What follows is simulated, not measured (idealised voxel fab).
This is a process module. Its name is voxel self aligned contacts.
This is section cut - it's 185 nm across, gridded in 5 nm square cells.
Cross-section format: a grid of square cells, given as bands from top to bottom; each band is one or more rows of cells. Within each band entry, the heights of the top and of the bottom of the band appear first, in that order and in nm; the materials of the band then follow from left to right, each with its corresponding width in nm. The designation "everywhere" on a single material indicates that it fills the band from edge to edge; the designation "empty" indicates empty space. Below 0: as-received wafer, all one material; heights counted from there. Lowest band: no bottom, goes on down, written "top 0, no bottom". Per-row width for "30 to 40": begins at first number (top row of band), ends at second number (bottom row), increment between rows held constant. "nothing was modified" for a step: no cell of the cross-section changed in that step. Listed in "Enclosed void list": every empty space of 8 or more cells without an open way to the top. Form: width x height at distance, the distance being from the left edge, all in nm. Note: text after step settings on the step line = simulator remark on that step. overlay nm: on a step with a mask, how far right of its planned place the mask lay; negative means left.

Process steps foreseen in the plan:
1 RECEIVE (material Si)
2 CONFORMAL_DEP (material SiO2; thk nm 5)
3 DIRECTIONAL_DEP (material polySi; thk nm 20)
4 DIRECTIONAL_DEP (material SiN; thk nm 15)
5 PATTERN (tone cover; mask id GATE; material resist; width nm 30; pitch nm 60; thk nm 15; overlay nm 0)
6 DIRECTIONAL_ETCH (etch materials SiN; depth nm 15)
7 DIRECTIONAL_ETCH (etch materials polySi; depth nm 20)
8 STRIP (etch materials resist)
9 CONFORMAL_DEP (material SiN; thk nm 5)
10 DIRECTIONAL_ETCH (etch materials SiN; depth nm 5)
11 FILL_DEP (material SiO2; thk nm 15)
12 CMP (height nm 45)
13 MASKED_ETCH (tone open; mask id CONTACT; width nm 40; pitch nm 60; etch materials SiO2; depth nm 45; overlay nm -15)
14 CONFORMAL_DEP (material TiN; thk nm 5)
15 FILL_DEP (material W; thk nm 5)
16 CMP (height nm 45)
17 CONFORMAL_DEP (material SiCN; thk nm 5)
Keep in mind the plan's value for the overlay nm of step 13 comes from the first wafer; the wafers don't share that setting, but they do share the same starting point.

Cross-section of the first incoming wafer of several, state after step 1:
* top 0, no bottom | Si everywhere
* Enclosed void list: none

At the end of the module, after its last step, step 17, the first of several wafers appears in cross-section as follows:
* top 50, bottom 45 | SiCN everywhere
* top 45, bottom 40 | SiO2 (25); TiN (30); W (5); TiN (5); SiO2 (20); TiN (30); W (5); TiN (5); SiO2 (60)
* top 40, bottom 25 | SiO2 (10); SiN (40); TiN (5); W (5); TiN (5); SiO2 (5); SiN (40); TiN (5); W (5); TiN (5); SiO2 (5); SiN (40); SiO2 (15)
* top 25, bottom 5 | SiO2 (10); SiN (5); polySi (30); SiN (5); TiN (5); W (5); TiN (5); SiO2 (5); SiN (5); polySi (30); SiN (5); TiN (5); W (5); TiN (5); SiO2 (5); SiN (5); polySi (30); SiN (5); SiO2 (15)
* top 5, bottom 0 | SiO2 (50); TiN (15); SiO2 (45); TiN (15); SiO2 (60)
* top 0, no bottom | Si everywhere
* Enclosed void list: none

Cross-section, module end, final of several wafers:
* top 50, bottom 45 | SiCN everywhere
* top 45, bottom 40 | SiO2 (55); TiN (5); W (5); TiN (30); SiO2 (20); TiN (5); W (5); TiN (30); SiO2 (30)
* top 40, bottom 25 | SiO2 (10); SiN (40); SiO2 (5); TiN (5); W (5); TiN (5); SiN (40); SiO2 (5); TiN (5); W (5); TiN (5); SiN (40); SiO2 (15)
* top 25, bottom 5 | SiO2 (10); SiN (5); polySi (30); SiN (5); SiO2 (5); TiN (5); W (5); TiN (5); SiN (5); polySi (30); SiN (5); SiO2 (5); TiN (5); W (5); TiN (5); SiN (5); polySi (30); SiN (5); SiO2 (15)
* top 5, bottom 0 | SiO2 (55); TiN (15); SiO2 (45); TiN (15); SiO2 (55)
* top 0, no bottom | Si everywhere
* Enclosed void list: none

The table below has one row for each wafer; a row shows, as of the end of the module, how many cells of each material the wafer has gained, marked (+), or lost, marked (-), since it was received, and then the wafer's closed voids:
overlay nm -15, +37 SiCN, +96 SiN, +101 SiO2, +48 TiN, +16 W, +72 polySi, Enclosed void list: none
overlay nm -10, +37 SiCN, +96 SiN, +85 SiO2, +48 TiN, +32 W, +72 polySi, Enclosed void list: none
overlay nm -5, +37 SiCN, +96 SiN, +85 SiO2, +48 TiN, +32 W, +72 polySi, Enclosed void list: none
overlay nm 0, +37 SiCN, +96 SiN, +85 SiO2, +48 TiN, +32 W, +72 polySi, Enclosed void list: none
overlay nm 5, +37 SiCN, +96 SiN, +85 SiO2, +48 TiN, +32 W, +72 polySi, Enclosed void list: none
overlay nm 10, +37 SiCN, +96 SiN, +85 SiO2, +48 TiN, +32 W, +72 polySi, Enclosed void list: none
overlay nm 15, +37 SiCN, +96 SiN, +101 SiO2, +48 TiN, +16 W, +72 polySi, Enclosed void list: none
